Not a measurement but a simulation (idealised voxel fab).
Process module heading - voxel self aligned vias
Shown is cross-section cut, with a width of 245 nm and square cells of size 5 nm.
A cross-section in this document is a grid of square cells, and it is written down as bands, the top band listed before the ones below it; a band is made up of one or more rows of cells.
Top, bottom (nm), then materials left to right with widths (nm); lone material tagged "everywhere" fills the whole band edge to edge; "air" = empty space.
Basically, 0 is our baseline, since under it the wafer straight out of the box is all one material. The bottom band has no lower end and keeps on going down, so it looks like "0..down".
A width given as "30->40" starts at the first number in the band's top row and ends at the second number in its bottom row, shifting by an equal amount at every step from row to row.
Reading "nothing altered" for a step: not a cell of the cross-section changed in it.
"Sealed internal cavities": empty spaces of 8 cells or more with no open way to the top, each given as width x height at distance, distance from the left edge, all in nm.
If you see something after the settings on a step's line, that's the simulator's own remark about that step.
You can add "overlay nm" to a step's line. For a step with a mask, it describes how far the mask lay to the right of its planned position, and a negative number describes a lay to the left.
Reading key. Pairs: pre-step and post-step cross-section, one process step apart; post-step view only to lowest changed band. Step between + settings: beneath pair. Runs: pairs may be from different runs of this module, same starting wafer. Continuation from pair above: only where "Structure before processing" entry says.
Structure before processing:
    40..35: TiN: 70, then air: 20, then TiN: 40, then air: 20, then TiN: 95
    35..20: SiO2: 65, then TiN: 5, then air: 20, then TiN: 5, then SiO2: 30, then TiN: 5, then air: 20, then TiN: 5, then SiO2: 90
    20..15: SiO2: 65, then TiN: 30, then SiO2: 30, then TiN: 30, then SiO2: 90
    15..10: SiCN everywhere
    10..0: SiO2 everywhere
    0..down: Si everywhere
    Sealed internal cavities: none
Post-Process Section:
    50..40: W everywhere
    40..35: TiN: 70, then W: 20, then TiN: 40, then W: 20, then TiN: 95
    35..20: SiO2: 65, then TiN: 5, then W: 20, then TiN: 5, then SiO2: 30, then TiN: 5, then W: 20, then TiN: 5, then SiO2: 90
    Below 20, the layers are the same as they were.
    Sealed internal cavities: none
The step that takes the structure from the upper cross-section to the lower one is FILL_DEP [material W] [thk nm 10]
Structure before processing: look at the pair above, its after cross-section is where this step starts.
Post-Process Section:
    35..20: SiO2: 65, then TiN: 5, then W: 20, then TiN: 5, then SiO2: 30, then TiN: 5, then W: 20, then TiN: 5, then SiO2: 90
    Below 20, the layers are the same as they were.
    Sealed internal cavities: none
The step that takes the structure from the upper cross-section to the lower one is CMP [height nm 35]
Structure before processing: look at the pair above, its after cross-section is where this step starts.
Post-Process Section:
    35..25: SiO2: 65, then air: 30, then SiO2: 30, then air: 30, then SiO2: 90
    Below 25, the layers are the same as they were.
    Sealed internal cavities: none
The step that takes the structure from the upper cross-section to the lower one is SELECTIVE_ETCH [etch materials W Ru TiN] [depth nm 10]
Structure before processing: look at the pair above, its after cross-section is where this step starts.
Post-Process Section:
    45..35: SiN everywhere
    35..25: SiO2: 65, then SiN: 30, then SiO2: 30, then SiN: 30, then SiO2: 90
    Below 25, the layers are the same as they were.
    Sealed internal cavities: none
The step that takes the structure from the upper cross-section to the lower one is FILL_DEP [material SiN] [thk nm 10]
Structure before processing: look at the pair above, its after cross-section is where this step starts.
Post-Process Section:
    35..25: SiO2: 65, then SiN: 30, then SiO2: 30, then SiN: 30, then SiO2: 90
    Below 25, the layers are the same as they were.
    Sealed internal cavities: none
The step that takes the structure from the upper cross-section to the lower one is CMP [height nm 35]
Structure before processing: look at the pair above, its after cross-section is where this step starts.
Post-Process Section:
    50..35: SiO2 everywhere
    Below 35, the layers are the same as they were.
    Sealed internal cavities: none
The step that takes the structure from the upper cross-section to the lower one is DIRECTIONAL_DEP [material SiO2] [thk nm 15]
Structure before processing: look at the pair above, its after cross-section is where this step starts.
Post-Process Section:
    50..35: SiO2: 70, then air: 40, then SiO2: 135
    Below 35, the layers are the same as they were.
    Sealed internal cavities: none
The step that takes the structure from the upper cross-section to the lower one is MASKED_ETCH [tone open] [mask id VIAS] [width nm 40] [etch materials SiO2] [depth nm 15] [overlay nm 0]
Structure before processing: look at the pair above, its after cross-section is where this step starts.
Post-Process Section:
    50..35: SiO2: 70, then air: 40, then SiO2: 135
    35..25: SiO2: 65, then SiN: 5, then air: 25, then SiO2: 30, then SiN: 30, then SiO2: 90
    Below 25, the layers are the same as they were.
    Sealed internal cavities: none
The step that takes the structure from the upper cross-section to the lower one is MASKED_ETCH [tone open] [mask id VIAS] [width nm 40] [etch materials SiN] [depth nm 10] [overlay nm 0]
Structure before processing: look at the pair above, its after cross-section is where this step starts.
Post-Process Section:
    55..50: TiN: 75, then air: 30, then TiN: 140
    50..40: SiO2: 70, then TiN: 5, then air: 30, then TiN: 5, then SiO2: 135
    40..35: SiO2: 70, then TiN: 5, then air: 15, then TiN: 20, then SiO2: 135
    35..30: SiO2: 65, then SiN: 5, then TiN: 5, then air: 15, then TiN: 5, then SiO2: 30, then SiN: 30, then SiO2: 90
    30..25: SiO2: 65, then SiN: 5, then TiN: 25, then SiO2: 30, then SiN: 30, then SiO2: 90
    Below 25, the layers are the same as they were.
    Sealed internal cavities: none
The step that takes the structure from the upper cross-section to the lower one is CONFORMAL_DEP [material TiN] [thk nm 5]
Structure before processing: look at the pair above, its after cross-section is where this step starts.
Post-Process Section:
    60..55: W everywhere
    55..50: TiN: 75, then W: 30, then TiN: 140
    50..40: SiO2: 70, then TiN: 5, then W: 30, then TiN: 5, then SiO2: 135
    40..35: SiO2: 70, then TiN: 5, then W: 15, then TiN: 20, then SiO2: 135
    35..30: SiO2: 65, then SiN: 5, then TiN: 5, then W: 15, then TiN: 5, then SiO2: 30, then SiN: 30, then SiO2: 90
    Below 30, the layers are the same as they were.
    Sealed internal cavities: none
The step that takes the structure from the upper cross-section to the lower one is FILL_DEP [material W] [thk nm 5]
Structure before processing: look at the pair above, its after cross-section is where this step starts.
Post-Process Section:
    50..40: SiO2: 70, then TiN: 5, then W: 30, then TiN: 5, then SiO2: 135
    Below 40, the layers are the same as they were.
    Sealed internal cavities: none
The step that takes the structure from the upper cross-section to the lower one is CMP [height nm 50]
Structure before processing: look at the pair above, its after cross-section is where this step starts.
Post-Process Section:
    55..50: SiN everywhere
    Below 50, the layers are the same as they were.
    Sealed internal cavities: none
The step that takes the structure from the upper cross-section to the lower one is CONFORMAL_DEP [material SiN] [thk nm 5]
Structure before processing:
    35..25: SiO2: 75, then SiN: 30, then SiO2: 30, then SiN: 30, then SiO2: 80
    25..20: SiO2: 75, then TiN: 5, then W: 20, then TiN: 5, then SiO2: 30, then TiN: 5, then W: 20, then TiN: 5, then SiO2: 80
    20..15: SiO2: 75, then TiN: 30, then SiO2: 30, then TiN: 30, then SiO2: 80
    15..10: SiCN everywhere
    10..0: SiO2 everywhere
    0..down: Si everywhere
    Sealed internal cavities: none
Post-Process Section:
    50..35: Ru everywhere
    Below 35, the layers are the same as they were.
    Sealed internal cavities: none
The step that takes the structure from the upper cross-section to the lower one is DIRECTIONAL_DEP [material Ru] [thk nm 15]
Structure before processing: look at the pair above, its after cross-section is where this step starts.
Post-Process Section:
    55..50: TiN everywhere
    Below 50, the layers are the same as they were.
    Sealed internal cavities: none
The step that takes the structure from the upper cross-section to the lower one is CONFORMAL_DEP [material TiN] [thk nm 5]
Structure before processing: look at the pair above, its after cross-section is where this step starts.
Post-Process Section:
    60..55: W everywhere
    Below 55, the layers are the same as they were.
    Sealed internal cavities: none
The step that takes the structure from the upper cross-section to the lower one is FILL_DEP [material W] [thk nm 5]
Structure before processing: look at the pair above, its after cross-section is where this step starts.
Post-Process Section:
    50..35: Ru everywhere
    Below 35, the layers are the same as they were.
    Sealed internal cavities: none
The step that takes the structure from the upper cross-section to the lower one is CMP [height nm 50]
Structure before processing: look at the pair above, its after cross-section is where this step starts.
Post-Process Section:
    55..50: SiN everywhere
    Below 50, the layers are the same as they were.
    Sealed internal cavities: none
The step that takes the structure from the upper cross-section to the lower one is CONFORMAL_DEP [material SiN] [thk nm 5]
Structure before processing:
    45..35: aC everywhere
    35..15: SiO2 everywhere
    15..10: SiCN everywhere
    10..0: SiO2 everywhere
    0..down: Si everywhere
    Sealed internal cavities: none
Post-Process Section:
    75..45: air: 75, then resist: 30, then air: 30, then resist: 30, then air: 80
    Below 45, the layers are the same as they were.
    Sealed internal cavities: none
The step that takes the structure from the upper cross-section to the lower one is PATTERN [tone cover] [mask id LINES] [material resist] [width nm 30] [pitch nm 60] [thk nm 30] [overlay nm 0]
Structure before processing: look at the pair above, its after cross-section is where this step starts.
Post-Process Section:
    65..45: air: 75, then resist: 30, then air: 30, then resist: 30, then air: 80
    45..35: air: 75, then aC: 30, then air: 30, then aC: 30, then air: 80
    Below 35, the layers are the same as they were.
    Sealed internal cavities: none
The step that takes the structure from the upper cross-section to the lower one is DIRECTIONAL_ETCH [etch materials aC] [depth nm 10]
Structure before processing: look at the pair above, its after cross-section is where this step starts.
Post-Process Section:
    45..35: air: 75, then aC: 30, then air: 30, then aC: 30, then air: 80
    Below 35, the layers are the same as they were.
    Sealed internal cavities: none
The step that takes the structure from the upper cross-section to the lower one is STRIP [etch materials resist]
Structure before processing: look at the pair above, its after cross-section is where this step starts.
Post-Process Section:
    45..35: air: 75, then aC: 30, then air: 30, then aC: 30, then air: 80
    35..15: air: 75, then SiO2: 30, then air: 30, then SiO2: 30, then air: 80
    Below 15, the layers are the same as they were.
    Sealed internal cavities: none
The step that takes the structure from the upper cross-section to the lower one is DIRECTIONAL_ETCH [etch materials SiO2] [depth nm 20]
Structure before processing: look at the pair above, its after cross-section is where this step starts.
Post-Process Section:
    35..15: air: 75, then SiO2: 30, then air: 30, then SiO2: 30, then air: 80
    Below 15, the layers are the same as they were.
    Sealed internal cavities: none
The step that takes the structure from the upper cross-section to the lower one is STRIP [etch materials aC]
Structure before processing: look at the pair above, its after cross-section is where this step starts.
Post-Process Section:
    40..35: air: 70, then TiN: 40, then air: 20, then TiN: 40, then air: 75
    35..20: air: 70, then TiN: 5, then SiO2: 30, then TiN: 5, then air: 20, then TiN: 5, then SiO2: 30, then TiN: 5, then air: 75
    20..15: TiN: 75, then SiO2: 30, then TiN: 30, then SiO2: 30, then TiN: 80
    Below 15, the layers are the same as they were.
    Sealed internal cavities: none
The step that takes the structure from the upper cross-section to the lower one is CONFORMAL_DEP [material TiN] [thk nm 5]
Structure before processing: look at the pair above, its after cross-section is where this step starts.
Post-Process Section:
    50..40: W everywhere
    40..35: W: 70, then TiN: 40, then W: 20, then TiN: 40, then W: 75
    35..20: W: 70, then TiN: 5, then SiO2: 30, then TiN: 5, then W: 20, then TiN: 5, then SiO2: 30, then TiN: 5, then W: 75
    Below 20, the layers are the same as they were.
    Sealed internal cavities: none
The step that takes the structure from the upper cross-section to the lower one is FILL_DEP [material W] [thk nm 10]
Structure before processing: look at the pair above, its after cross-section is where this step starts.
Post-Process Section:
    35..20: W: 70, then TiN: 5, then SiO2: 30, then TiN: 5, then W: 20, then TiN: 5, then SiO2: 30, then TiN: 5, then W: 75
    Below 20, the layers are the same as they were.
    Sealed internal cavities: none
The step that takes the structure from the upper cross-section to the lower one is CMP [height nm 35]
Structure before processing: look at the pair above, its after cross-section is where this step starts.
Post-Process Section:
    35..25: air: 75, then SiO2: 30, then air: 30, then SiO2: 30, then air: 80
    Below 25, the layers are the same as they were.
    Sealed internal cavities: none
The step that takes the structure from the upper cross-section to the lower one is SELECTIVE_ETCH [etch materials W Ru TiN] [depth nm 10]
Structure before processing: look at the pair above, its after cross-section is where this step starts.
Post-Process Section:
    45..35: SiN everywhere
    35..25: SiN: 75, then SiO2: 30, then SiN: 30, then SiO2: 30, then SiN: 80
    Below 25, the layers are the same as they were.
    Sealed internal cavities: none
The step that takes the structure from the upper cross-section to the lower one is FILL_DEP [material SiN] [thk nm 10]
Structure before processing: look at the pair above, its after cross-section is where this step starts.
Post-Process Section:
    35..25: SiN: 75, then SiO2: 30, then SiN: 30, then SiO2: 30, then SiN: 80
    Below 25, the layers are the same as they were.
    Sealed internal cavities: none
The step that takes the structure from the upper cross-section to the lower one is CMP [height nm 35]
Structure before processing: look at the pair above, its after cross-section is where this step starts.
Post-Process Section:
    50..35: SiO2 everywhere
    Below 35, the layers are the same as they were.
    Sealed internal cavities: none
The step that takes the structure from the upper cross-section to the lower one is DIRECTIONAL_DEP [material SiO2] [thk nm 15]
Structure before processing: look at the pair above, its after cross-section is where this step starts.
Post-Process Section:
    50..35: SiO2: 70, then air: 40, then SiO2: 135
    Below 35, the layers are the same as they were.
    Sealed internal cavities: none
The step that takes the structure from the upper cross-section to the lower one is MASKED_ETCH [tone open] [mask id VIAS] [width nm 40] [etch materials SiO2] [depth nm 15] [overlay nm 0]
Structure before processing: look at the pair above, its after cross-section is where this step starts.
Post-Process Section:
    50..35: SiO2: 70, then air: 40, then SiO2: 135
    35..25: SiN: 70, then air: 5, then SiO2: 30, then air: 5, then SiN: 25, then SiO2: 30, then SiN: 80
    Below 25, the layers are the same as they were.
    Sealed internal cavities: none
The step that takes the structure from the upper cross-section to the lower one is MASKED_ETCH [tone open] [mask id VIAS] [width nm 40] [etch materials SiN] [depth nm 10] [overlay nm 0]
Structure before processing: look at the pair above, its after cross-section is where this step starts.
Post-Process Section:
    55..50: TiN: 75, then air: 30, then TiN: 140
    50..40: SiO2: 70, then TiN: 5, then air: 30, then TiN: 5, then SiO2: 135
    40..35: SiO2: 70, then TiN: 40, then SiO2: 135
    35..25: SiN: 70, then TiN: 5, then SiO2: 30, then TiN: 5, then SiN: 25, then SiO2: 30, then SiN: 80
    Below 25, the layers are the same as they were.
    Sealed internal cavities: none
The step that takes the structure from the upper cross-section to the lower one is CONFORMAL_DEP [material TiN] [thk nm 5]
Structure before processing: look at the pair above, its after cross-section is where this step starts.
Post-Process Section:
    60..55: W everywhere
    55..50: TiN: 75, then W: 30, then TiN: 140
    50..40: SiO2: 70, then TiN: 5, then W: 30, then TiN: 5, then SiO2: 135
    Below 40, the layers are the same as they were.
    Sealed internal cavities: none
The step that takes the structure from the upper cross-section to the lower one is FILL_DEP [material W] [thk nm 5]
Structure before processing: look at the pair above, its after cross-section is where this step starts.
Post-Process Section:
    50..40: SiO2: 70, then TiN: 5, then W: 30, then TiN: 5, then SiO2: 135
    Below 40, the layers are the same as they were.
    Sealed internal cavities: none
The step that takes the structure from the upper cross-section to the lower one is CMP [height nm 50]
Structure before processing: look at the pair above, its after cross-section is where this step starts.
Post-Process Section:
    55..50: SiN everywhere
    Below 50, the layers are the same as they were.
    Sealed internal cavities: none
The step that takes the structure from the upper cross-section to the lower one is CONFORMAL_DEP [material SiN] [thk nm 5]
